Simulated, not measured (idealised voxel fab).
Module name: voxel air gaps (process module)
It is cross-section cut that appears here, measuring 165 nm in width, its square cells being 5 nm in size.
Each cross-section below is a grid of square cells, stated as bands in top-down order, with one or more rows of cells making up each band. In this notation a band is specified by the heights of its top and bottom, in that order and in nm, after which its materials appear from left to right, each paired with its width in nm. The word "all across" attached to a single material means that material fills the band from edge to edge; the word "empty" stands for empty space. Heights are measured from 0, the level below which the as-received wafer is all one material; the lowest band has no bottom and continues downward, written as in "from 0 down". Width: "30..40" (first number = top row, second number = bottom row, same change from row to row of cells). When a step is marked "same as before", none of the cells in the cross-section changed during that step. For the entry "Enclosed empty spaces", the listed items are empty spaces with no open way to the top whose size is 8 cells or more; each item follows the pattern width x height at distance, where distance is from the left edge and all three are in nm. Note: text after step settings on the step line = simulator remark on that step. overlay nm: for a step with a mask, the amount by which the mask lay right of where it was planned; a negative amount means left of it.
[Steps in the process plan]
1: RECEIVE: material Si
2: CONFORMAL_DEP: material SiO2, thk nm 15
3: CONFORMAL_DEP: material SiCN, thk nm 5
4: DIRECTIONAL_DEP: material lowk, thk nm 30
5: DIRECTIONAL_DEP: material aC, thk nm 10
6: PATTERN: tone open, mask id LINES, material resist, width nm 20, pitch nm 45, thk nm 25, overlay nm 0
7: DIRECTIONAL_ETCH: etch materials aC, depth nm 10
8: STRIP: etch materials resist
9: DIRECTIONAL_ETCH: etch materials lowk, depth nm 30
10: STRIP: etch materials aC
11: CONFORMAL_DEP: material TiN, thk nm 5
12: FILL_DEP: material Ru, thk nm 5
13: CMP: height nm 50
14: EPI: material Ru, thk nm 10
15: SELECTIVE_ETCH: etch materials lowk, depth nm 40
16: CONFORMAL_DEP: material SiCN, thk nm 5
[Here's what the wafer looked like in cross-section when it arrived - that's after step 1]
* from 0 down | Si all across
* Enclosed empty spaces: none
[Wafer cross-section at end of module: start and plan as shown above, one execution error]
* from 65 to 60 | SiCN all across
* from 60 to 50 | Ru all across
* from 50 to 45 | TiN=30  Ru=10  TiN=35  Ru=10  TiN=35  Ru=10  TiN=35
* from 45 to 20 | lowk=25  TiN=5  Ru=10  TiN=5  lowk=25  TiN=5  Ru=10  TiN=5  lowk=25  TiN=5  Ru=10  TiN=5  lowk=30
* from 20 to 15 | lowk=25  TiN=20  lowk=25  TiN=20  lowk=25  TiN=20  lowk=30
* from 15 to 0 | SiO2 all across
* from 0 down | Si all across
* Enclosed empty spaces: none
what went wrong: step 3 of the plan was jumped over and never run
